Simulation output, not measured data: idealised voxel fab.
voxel ribs on slabs: a process module
Displayed cross-section: cut, width of 175 nm, square cells sized 5 nm.
Cross-section spec: square-cell grid; bands listed top down; each band is one or more rows.
Top height, bottom height, nm. Materials left to right, width each, nm. Single material + "all across" = fills band edge to edge. "empty" = empty.
A quick word on heights: they are counted from 0, and under that level the wafer as it came to us is one material throughout. The lowest band is different from the rest in having no bottom; it simply continues downward, written as in "0..down".
Width spec "30->40" -> top row of cells at first value, bottom row at second value, equal per-row change in between.
"left unchanged" after a step means that no cell of the cross-section changed.
"Unvented voids" contains a list of empty spaces, each no smaller than 8 cells and without an open way to the top, written in the form width x height at distance with the distance from the left edge and all three in nm.
Anything after a step's settings on that line? It's the simulator's own note about the step.
A step's line can hold "overlay nm"; with a mask on that step, the setting says how far right of the planned place the mask lay, while a negative setting says it lay to the left.

# This section lists the process steps that were planned
step 1: RECEIVE | material Si
step 2: DIRECTIONAL_DEP | material SiO2 | thk nm 30
step 3: DIRECTIONAL_DEP | material SiN | thk nm 20
step 4: MASKED_ETCH | tone cover | mask id RIB | width nm 25 | etch materials SiN | depth nm 5 | overlay nm -15
step 5: PATTERN | tone cover | mask id SLAB | material resist | width nm 85 | thk nm 15 | overlay nm 0
step 6: DIRECTIONAL_ETCH | etch materials SiN | depth nm 15
step 7: STRIP | etch materials resist
step 8: FILL_DEP | material SiO2 | thk nm 20
step 9: CMP | height nm 60
step 10: DIRECTIONAL_DEP | material W | thk nm 5
step 11: DIRECTIONAL_DEP | material aC | thk nm 10
step 12: PATTERN | tone cover | mask id HEATER | material resist | width nm 35 | thk nm 30 | overlay nm 0
step 13: DIRECTIONAL_ETCH | etch materials aC | depth nm 10
step 14: STRIP | etch materials resist
step 15: DIRECTIONAL_ETCH | etch materials W | depth nm 5
step 16: STRIP | etch materials aC
step 17: CONFORMAL_DEP | material SiN | thk nm 5
varied across the wafers: overlay nm of step 4. The plan shows the first wafer's value. All wafers start alike

# After step 1, as received: first of several wafers, cross-section
0..down = Si all across
Unvented voids: none

# The rows of the table below are wafers. Looking at the end of the module, a row counts, for every material, the cells the wafer has gained, shown as (+), or lost, shown as (-), since it was received; its closed voids come next
overlay nm -15 | +93 SiN | +364 SiO2 | +7 W | Unvented voids: none
overlay nm -10 | +93 SiN | +364 SiO2 | +7 W | Unvented voids: none
overlay nm -5 | +93 SiN | +364 SiO2 | +7 W | Unvented voids: none
overlay nm 0 | +93 SiN | +364 SiO2 | +7 W | Unvented voids: none
overlay nm 5 | +93 SiN | +364 SiO2 | +7 W | Unvented voids: none
overlay nm 10 | +93 SiN | +364 SiO2 | +7 W | Unvented voids: none
overlay nm 15 | +93 SiN | +364 SiO2 | +7 W | Unvented voids: none
